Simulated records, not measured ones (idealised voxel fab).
Presented below is a process module, voxel plated lines.
It is cross-section cut that appears here, measuring 300 nm in width, its square cells being 5 nm in size.
Cross-section layout: square cells on a grid; listed as bands, top to bottom; a band spans one or more cell rows. In this notation a band is specified by the heights of its top and bottom, in that order and in nm, after which its materials appear from left to right, each paired with its width in nm. The word "everywhere" attached to a single material means that material fills the band from edge to edge; the word "empty" stands for empty space. Measure heights from 0. That's the level where, below it, the as-received wafer is all one material. The lowest band is bottomless and extends downward; write it as in "0 -> down". The width entry "30 to 40" should be interpreted row by row: the top row of cells in the band takes the first number, the bottom row takes the second number, and the change between adjacent rows is uniform throughout. Step note "nothing got changed" = no cross-section cell changed. You'll see "Closed internal voids" listing empty spaces that have no way open to the top, as long as they're 8 cells or more; the notation is width x height at distance, where the distance is from the left edge, and all of it is in nm. Anything after a step's settings on that line? It's the simulator's own note about the step. overlay nm: mask right of planned place by this much (step with mask). Neg. = left.
## Planned process steps
- 1: RECEIVE [material Si]
- 2: CONFORMAL_DEP [material Al2O3] [thk nm 15]
- 3: DIRECTIONAL_DEP [material TiN] [thk nm 5]
- 4: PATTERN [tone open] [mask id LINES] [material resist] [width nm 25] [pitch nm 55] [thk nm 35] [overlay nm 0]
- 5: EPI [material Ru] [thk nm 5]
- 6: EPI [material Ru] [thk nm 5]
- 7: EPI [material Ru] [thk nm 5]
- 8: STRIP [etch materials resist]
- 9: DIRECTIONAL_ETCH [etch materials TiN] [depth nm 5]
- 10: CONFORMAL_DEP [material SiN] [thk nm 10]
## Cross-section of the wafer at receipt, which is the condition after step 1
    0 -> down: Si everywhere
    Closed internal voids: none
## Cross-section, first of two wafers, end of module, run as planned
    45 -> 35: empty (100) | SiN (45) | empty (10) | SiN (45) | empty (100)
    35 -> 25: empty (100) | SiN (10) | Ru (25) | SiN (10) | empty (10) | SiN (10) | Ru (25) | SiN (10) | empty (100)
    25 -> 20: SiN (110) | Ru (25) | SiN (30) | Ru (25) | SiN (110)
    20 -> 15: SiN (110) | TiN (25) | SiN (30) | TiN (25) | SiN (110)
    15 -> 0: Al2O3 everywhere
    0 -> down: Si everywhere
    Closed internal voids: none
## Wafer two, sectioned after the module: the first wafer's start, the first wafer's plan, and one mistake in how it was run
    60 -> 50: empty (100) | SiN (45) | empty (10) | SiN (45) | empty (100)
    50 -> 40: empty (100) | SiN (10) | Ru (25) | SiN (10) | empty (10) | SiN (10) | Ru (25) | SiN (10) | empty (100)
    40 -> 35: SiN (110) | Ru (25) | SiN (30) | Ru (25) | SiN (110)
    35 -> 30: SiN (110) | TiN (25) | SiN (30) | TiN (25) | SiN (110)
    30 -> 0: Al2O3 everywhere
    0 -> down: Si everywhere
    Closed internal voids: none
what went wrong: the plan's step 2 ran twice
Bottom line after processing is that, in cells, the second wafer is up or down on some materials versus the first: Al2O3 +180
